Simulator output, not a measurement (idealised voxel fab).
Title: Process Module voxel capacitor over wiring
The cross-section shown here is cut; it is 190 nm wide and divided into square cells measuring 5 nm on a side.
For the purposes of this document, a cross-section shall be understood as a grid of square cells, specified as bands listed in top-to-bottom order, each band consisting of one or more rows of cells.
Band entry format. Leading values: height of top, height of bottom, nm. Remainder: materials in left-to-right order, each with its width in nm. Special words: "throughout" on a single material, which then fills the band edge to edge; "air", empty space.
We count height from 0. Below that, the starting wafer is all one material. The lowest band never ends at the bottom but goes on down; see "0..down" for how that is written.
The notation "30..40" denotes a width that varies across the rows of cells in the band, beginning at the first number in the top row, finishing at the second number in the bottom row, and changing by an identical amount from each row to the next.
"stayed the same" means the step left every cell of the cross-section as it was.
Look at "Completely sealed voids" for the closed voids: empty spaces with no open path to the top, sized 8 cells or up. Each is width x height at distance, distance from the left edge, all nm.
On each step's line, the part that comes after the settings is the simulator's own comment on the step.
overlay nm: mask right of planned place by this much (step with mask). Neg. = left.
plan
| 1 | RECEIVE [material Si] |
| 2 | CONFORMAL_DEP [material SiO2] [thk nm 10] |
| 3 | CONFORMAL_DEP [material SiN] [thk nm 5] |
| 4 | DIRECTIONAL_DEP [material lowk] [thk nm 25] |
| 5 | PATTERN [tone open] [mask id METAL_1] [material resist] [width nm 30] [pitch nm 80] [thk nm 20] [overlay nm 0] |
| 6 | DIRECTIONAL_ETCH [etch materials lowk] [depth nm 25] |
| 7 | DIRECTIONAL_ETCH [etch materials SiN] [depth nm 5] |
| 8 | STRIP [etch materials resist] |
| 9 | CONFORMAL_DEP [material TiN] [thk nm 5] |
| 10 | FILL_DEP [material Cu] [thk nm 5] |
| 11 | CMP [height nm 40] |
| 12 | CONFORMAL_DEP [material SiCN] [thk nm 5] |
| 13 | DIRECTIONAL_DEP [material lowk] [thk nm 10] |
| 14 | MASKED_ETCH [tone open] [mask id PLUG_1] [width nm 15] [etch materials lowk] [depth nm 10] [overlay nm 0] |
| 15 | MASKED_ETCH [tone open] [mask id PLUG_1] [width nm 15] [etch materials SiCN] [depth nm 5] [overlay nm 0] |
| 16 | CONFORMAL_DEP [material TiN] [thk nm 5] |
| 17 | FILL_DEP [material Ru] [thk nm 10] |
| 18 | CMP [height nm 55] |
| 19 | DIRECTIONAL_DEP [material TiN] [thk nm 5] |
| 20 | DIRECTIONAL_DEP [material SiN] [thk nm 5] |
| 21 | DIRECTIONAL_DEP [material TiN] [thk nm 10] |
| 22 | MASKED_ETCH [tone cover] [mask id UPPER_PLATE] [width nm 55] [etch materials TiN] [depth nm 10] [overlay nm 0] |
| 23 | MASKED_ETCH [tone cover] [mask id UPPER_PLATE] [width nm 55] [etch materials SiN] [depth nm 5] [overlay nm 0] |
| 24 | MASKED_ETCH [tone cover] [mask id LOWER_PLATE] [width nm 65] [etch materials TiN] [depth nm 5] [overlay nm 0] |
| 25 | FILL_DEP [material SiO2] [thk nm 15] |
| 26 | CMP [height nm 85] |
| 27 | MASKED_ETCH [tone open] [mask id PLUG_2] [width nm 15] [etch materials SiO2] [depth nm 10] [overlay nm 0] |
| 28 | CONFORMAL_DEP [material TiN] [thk nm 5] |
| 29 | FILL_DEP [material Ru] [thk nm 10] |
| 30 | CMP [height nm 85] |
| 31 | CONFORMAL_DEP [material SiN] [thk nm 5] |
Cross-section of the wafer upon arrival, representing the state reached after step 1
* 0..down: Si throughout
* Completely sealed voids: none
End-of-module cross-section. Starting structure and process plan as above; one mistake made in running it
* 90..85: SiN throughout
* 85..80: SiO2 65, then TiN 5, then Ru 5, then TiN 5, then SiO2 110
* 80..70: SiO2 65..60, then TiN 15..50, then SiO2 110..80
* 70..65: SiO2 55, then TiN 55, then SiO2 80
* 65..60: SiO2 55, then SiN 55, then SiO2 80
* 60..55: SiO2 55, then TiN 70, then SiO2 65
* 55..45: lowk 55, then TiN 5, then Ru 5, then TiN 5, then lowk 120
* 45..40: SiCN 55, then TiN 15, then SiCN 120
* 40..15: lowk 40, then TiN 5, then Cu 20, then TiN 5, then lowk 50, then TiN 5, then Cu 20, then TiN 5, then lowk 40
* 15..10: SiN 40, then TiN 30, then SiN 50, then TiN 30, then SiN 40
* 10..0: SiO2 throughout
* 0..down: Si throughout
* Completely sealed voids: none
The plan and the run diverged here: it should be noted that step 24 was executed with settings other than those planned, the operation and settings actually applied being MASKED_ETCH [tone cover] [mask id LOWER_PLATE] [width nm 65] [etch materials TiN] [depth nm 5] [overlay nm 10]
